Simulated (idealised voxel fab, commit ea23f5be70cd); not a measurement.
This section sets out a process module, namely voxel self aligned vias.
The figure presents cross-section cut, which has a width of 285 nm and is divided into square cells with an edge length of 5 nm.
Cross-section = grid of square cells, listed top down in bands; band = one or more rows. Read a band's entry like this: the first values are the height of its top and the height of its bottom in nm, and what follows is the sequence of materials from left to right, each with its width in nm. Note that "empty" is empty space, and that a single material marked "edge to edge" reaches across the band from edge to edge. The reference from which all heights are counted is 0, the level beneath which the as-received wafer is entirely one material; the lowest band, having no lower bound, proceeds downward and is written after the example "0 nm and below". So if you see something like "30->40" for the width, read it as the top row of the band sitting at the first number and the bottom row at the second, with every row in between moving by the same amount as the last. You'll sometimes find "nothing altered" written for a step, and that's the way of saying that nowhere in the cross-section did a cell change during that step. In "Closed void inventory" the enclosed voids are listed, meaning empty spaces of 8 cells or larger without any opening to the top. The form is width x height at distance, distance from the left edge, units nm. Post-settings text on a step line: simulator's own remark regarding the step. Each step line may optionally specify "overlay nm", which for a step with a mask gives the rightward distance between the mask's planned place and where it lay, a negative value indicating the leftward direction.
Set out below are the planned steps of the process
| 1 | RECEIVE | material Si |
| 2 | CONFORMAL_DEP | material SiO2 | thk nm 10 |
| 3 | CONFORMAL_DEP | material SiCN | thk nm 5 |
| 4 | DIRECTIONAL_DEP | material SiO2 | thk nm 30 |
| 5 | DIRECTIONAL_DEP | material aC | thk nm 10 |
| 6 | PATTERN | tone open | mask id LINES | material resist | width nm 25 | pitch nm 60 | thk nm 25 | overlay nm 0 |
| 7 | DIRECTIONAL_ETCH | etch materials aC | depth nm 10 |
| 8 | STRIP | etch materials resist |
| 9 | DIRECTIONAL_ETCH | etch materials SiO2 | depth nm 30 |
| 10 | STRIP | etch materials aC |
| 11 | CONFORMAL_DEP | material TiN | thk nm 5 |
| 12 | FILL_DEP | material Ru | thk nm 10 |
| 13 | CMP | height nm 45 |
| 14 | SELECTIVE_ETCH | etch materials W Ru TiN | depth nm 10 |
| 15 | FILL_DEP | material SiN | thk nm 10 |
| 16 | CMP | height nm 45 |
| 17 | DIRECTIONAL_DEP | material SiO2 | thk nm 20 |
| 18 | DIRECTIONAL_DEP | material aC | thk nm 10 |
| 19 | PATTERN | tone open | mask id VIAS | material resist | width nm 45 | pitch nm 60 | thk nm 30 | overlay nm 0 |
| 20 | DIRECTIONAL_ETCH | etch materials aC | depth nm 10 |
| 21 | STRIP | etch materials resist |
| 22 | DIRECTIONAL_ETCH | etch materials SiO2 | depth nm 20 |
| 23 | DIRECTIONAL_ETCH | etch materials SiN | depth nm 10 |
| 24 | STRIP | etch materials aC |
| 25 | CONFORMAL_DEP | material TiN | thk nm 5 |
| 26 | FILL_DEP | material Cu | thk nm 5 |
| 27 | CMP | height nm 65 |
| 28 | CONFORMAL_DEP | material SiN | thk nm 5 |
Account of the first of two wafers, which was processed as intended
Incoming wafer, cross-sectional view, post step 1
    0 nm and below: Si edge to edge
    Closed void inventory: none
Step 2 complete: cross-section through the wafer
    10 nm to 0 nm: SiO2 edge to edge
    Below 0, no change.
Step 3 complete: cross-section through the wafer
    15 nm to 10 nm: SiCN edge to edge
    Below 10, no change.
Step 4 complete: cross-section through the wafer
    45 nm to 15 nm: SiO2 edge to edge
    Below 15, no change.
Step 5 complete: cross-section through the wafer
    55 nm to 45 nm: aC edge to edge
    Below 45, no change.
Step 6 complete: cross-section through the wafer
    80 nm to 55 nm: 70 of resist, 25 of empty, 35 of resist, 25 of empty, 35 of resist, 25 of empty, 70 of resist
    Below 55, no change.
Step 7 complete: cross-section through the wafer
    70 nm to 55 nm: 70 of resist, 25 of empty, 35 of resist, 25 of empty, 35 of resist, 25 of empty, 70 of resist
    55 nm to 45 nm: 70 of aC, 25 of empty, 35 of aC, 25 of empty, 35 of aC, 25 of empty, 70 of aC
    Below 45, no change.
Step 8 complete: cross-section through the wafer
    55 nm to 45 nm: 70 of aC, 25 of empty, 35 of aC, 25 of empty, 35 of aC, 25 of empty, 70 of aC
    Below 45, no change.
Step 9 complete: cross-section through the wafer
    55 nm to 45 nm: 70 of aC, 25 of empty, 35 of aC, 25 of empty, 35 of aC, 25 of empty, 70 of aC
    45 nm to 15 nm: 70 of SiO2, 25 of empty, 35 of SiO2, 25 of empty, 35 of SiO2, 25 of empty, 70 of SiO2
    Below 15, no change.
Step 10 complete: cross-section through the wafer
    45 nm to 15 nm: 70 of SiO2, 25 of empty, 35 of SiO2, 25 of empty, 35 of SiO2, 25 of empty, 70 of SiO2
    Below 15, no change.
Step 11 complete: cross-section through the wafer
    50 nm to 45 nm: 75 of TiN, 15 of empty, 45 of TiN, 15 of empty, 45 of TiN, 15 of empty, 75 of TiN
    45 nm to 20 nm: 70 of SiO2, 5 of TiN, 15 of empty, 5 of TiN, 35 of SiO2, 5 of TiN, 15 of empty, 5 of TiN, 35 of SiO2, 5 of TiN, 15 of empty, 5 of TiN, 70 of SiO2
    20 nm to 15 nm: 70 of SiO2, 25 of TiN, 35 of SiO2, 25 of TiN, 35 of SiO2, 25 of TiN, 70 of SiO2
    Below 15, no change.
Step 12 complete: cross-section through the wafer
    60 nm to 50 nm: Ru edge to edge
    50 nm to 45 nm: 75 of TiN, 15 of Ru, 45 of TiN, 15 of Ru, 45 of TiN, 15 of Ru, 75 of TiN
    45 nm to 20 nm: 70 of SiO2, 5 of TiN, 15 of Ru, 5 of TiN, 35 of SiO2, 5 of TiN, 15 of Ru, 5 of TiN, 35 of SiO2, 5 of TiN, 15 of Ru, 5 of TiN, 70 of SiO2
    Below 20, no change.
Step 13 complete: cross-section through the wafer
    45 nm to 20 nm: 70 of SiO2, 5 of TiN, 15 of Ru, 5 of TiN, 35 of SiO2, 5 of TiN, 15 of Ru, 5 of TiN, 35 of SiO2, 5 of TiN, 15 of Ru, 5 of TiN, 70 of SiO2
    Below 20, no change.
Step 14 complete: cross-section through the wafer
    45 nm to 35 nm: 70 of SiO2, 25 of empty, 35 of SiO2, 25 of empty, 35 of SiO2, 25 of empty, 70 of SiO2
    Below 35, no change.
Step 15 complete: cross-section through the wafer
    55 nm to 45 nm: SiN edge to edge
    45 nm to 35 nm: 70 of SiO2, 25 of SiN, 35 of SiO2, 25 of SiN, 35 of SiO2, 25 of SiN, 70 of SiO2
    Below 35, no change.
Step 16 complete: cross-section through the wafer
    45 nm to 35 nm: 70 of SiO2, 25 of SiN, 35 of SiO2, 25 of SiN, 35 of SiO2, 25 of SiN, 70 of SiO2
    Below 35, no change.
Step 17 complete: cross-section through the wafer
    65 nm to 45 nm: SiO2 edge to edge
    Below 45, no change.
Step 18 complete: cross-section through the wafer
    75 nm to 65 nm: aC edge to edge
    Below 65, no change.
Step 19 complete: cross-section through the wafer
    105 nm to 75 nm: 60 of resist, 45 of empty, 15 of resist, 45 of empty, 15 of resist, 45 of empty, 60 of resist
    Below 75, no change.
Step 20 complete: cross-section through the wafer
    95 nm to 75 nm: 60 of resist, 45 of empty, 15 of resist, 45 of empty, 15 of resist, 45 of empty, 60 of resist
    75 nm to 65 nm: 60 of aC, 45 of empty, 15 of aC, 45 of empty, 15 of aC, 45 of empty, 60 of aC
    Below 65, no change.
Step 21 complete: cross-section through the wafer
    75 nm to 65 nm: 60 of aC, 45 of empty, 15 of aC, 45 of empty, 15 of aC, 45 of empty, 60 of aC
    Below 65, no change.
Step 22 complete: cross-section through the wafer
    75 nm to 65 nm: 60 of aC, 45 of empty, 15 of aC, 45 of empty, 15 of aC, 45 of empty, 60 of aC
    65 nm to 45 nm: 60 of SiO2, 45 of empty, 15 of SiO2, 45 of empty, 15 of SiO2, 45 of empty, 60 of SiO2
    Below 45, no change.
Step 23 complete: cross-section through the wafer
    75 nm to 65 nm: 60 of aC, 45 of empty, 15 of aC, 45 of empty, 15 of aC, 45 of empty, 60 of aC
    65 nm to 45 nm: 60 of SiO2, 45 of empty, 15 of SiO2, 45 of empty, 15 of SiO2, 45 of empty, 60 of SiO2
    45 nm to 35 nm: 70 of SiO2, 25 of empty, 35 of SiO2, 25 of empty, 35 of SiO2, 25 of empty, 70 of SiO2
    Below 35, no change.
Step 24 complete: cross-section through the wafer
    65 nm to 45 nm: 60 of SiO2, 45 of empty, 15 of SiO2, 45 of empty, 15 of SiO2, 45 of empty, 60 of SiO2
    Below 45, no change.
Step 25 complete: cross-section through the wafer
    70 nm to 65 nm: 65 of TiN, 35 of empty, 25 of TiN, 35 of empty, 25 of TiN, 35 of empty, 65 of TiN
    65 nm to 50 nm: 60 of SiO2, 5 of TiN, 35 of empty, 5 of TiN, 15 of SiO2, 5 of TiN, 35 of empty, 5 of TiN, 15 of SiO2, 5 of TiN, 35 of empty, 5 of TiN, 60 of SiO2
    50 nm to 40 nm: 60->70 of SiO2, 15->5 of TiN, 15 of empty, 15->5 of TiN, 15->35 of SiO2, 15->5 of TiN, 15 of empty, 15->5 of TiN, 15->35 of SiO2, 15->5 of TiN, 15 of empty, 15->5 of TiN, 60->70 of SiO2
    40 nm to 35 nm: 70 of SiO2, 25 of TiN, 35 of SiO2, 25 of TiN, 35 of SiO2, 25 of TiN, 70 of SiO2
    Below 35, no change.
Step 26 complete: cross-section through the wafer
    75 nm to 70 nm: Cu edge to edge
    70 nm to 65 nm: 65 of TiN, 35 of Cu, 25 of TiN, 35 of Cu, 25 of TiN, 35 of Cu, 65 of TiN
    65 nm to 50 nm: 60 of SiO2, 5 of TiN, 35 of Cu, 5 of TiN, 15 of SiO2, 5 of TiN, 35 of Cu, 5 of TiN, 15 of SiO2, 5 of TiN, 35 of Cu, 5 of TiN, 60 of SiO2
    50 nm to 40 nm: 60->70 of SiO2, 15->5 of TiN, 15 of Cu, 15->5 of TiN, 15->35 of SiO2, 15->5 of TiN, 15 of Cu, 15->5 of TiN, 15->35 of SiO2, 15->5 of TiN, 15 of Cu, 15->5 of TiN, 60->70 of SiO2
    Below 40, no change.
Step 27 complete: cross-section through the wafer
    65 nm to 50 nm: 60 of SiO2, 5 of TiN, 35 of Cu, 5 of TiN, 15 of SiO2, 5 of TiN, 35 of Cu, 5 of TiN, 15 of SiO2, 5 of TiN, 35 of Cu, 5 of TiN, 60 of SiO2
    Below 50, no change.
Step 28 complete: cross-section through the wafer
    70 nm to 65 nm: SiN edge to edge
    Below 65, no change.
Wafer two of the pair: same origin, same plan, one error during the run; identical to wafer one up to and including step 25
Second wafer, sectioned view, at step 26's planned end time
    75 nm to 70 nm: W edge to edge
    70 nm to 65 nm: 65 of TiN, 35 of W, 25 of TiN, 35 of W, 25 of TiN, 35 of W, 65 of TiN
    65 nm to 50 nm: 60 of SiO2, 5 of TiN, 35 of W, 5 of TiN, 15 of SiO2, 5 of TiN, 35 of W, 5 of TiN, 15 of SiO2, 5 of TiN, 35 of W, 5 of TiN, 60 of SiO2
    50 nm to 40 nm: 60->70 of SiO2, 15->5 of TiN, 15 of W, 15->5 of TiN, 15->35 of SiO2, 15->5 of TiN, 15 of W, 15->5 of TiN, 15->35 of SiO2, 15->5 of TiN, 15 of W, 15->5 of TiN, 60->70 of SiO2
    Below 40, no change.
Second wafer, sectioned view, at step 27's planned end time
    65 nm to 50 nm: 60 of SiO2, 5 of TiN, 35 of W, 5 of TiN, 15 of SiO2, 5 of TiN, 35 of W, 5 of TiN, 15 of SiO2, 5 of TiN, 35 of W, 5 of TiN, 60 of SiO2
    Below 50, no change.
Second wafer, sectioned view, at step 28's planned end time
    70 nm to 65 nm: SiN edge to edge
    Below 65, no change.
Short version of what went wrong: the process deviated at step 26: the operation and settings actually run there were FILL_DEP | material W | thk nm 5
Per the end-of-run cell counts, the second wafer holds more or fewer of some materials than the first: Cu: 81 fewer, W: 81 more
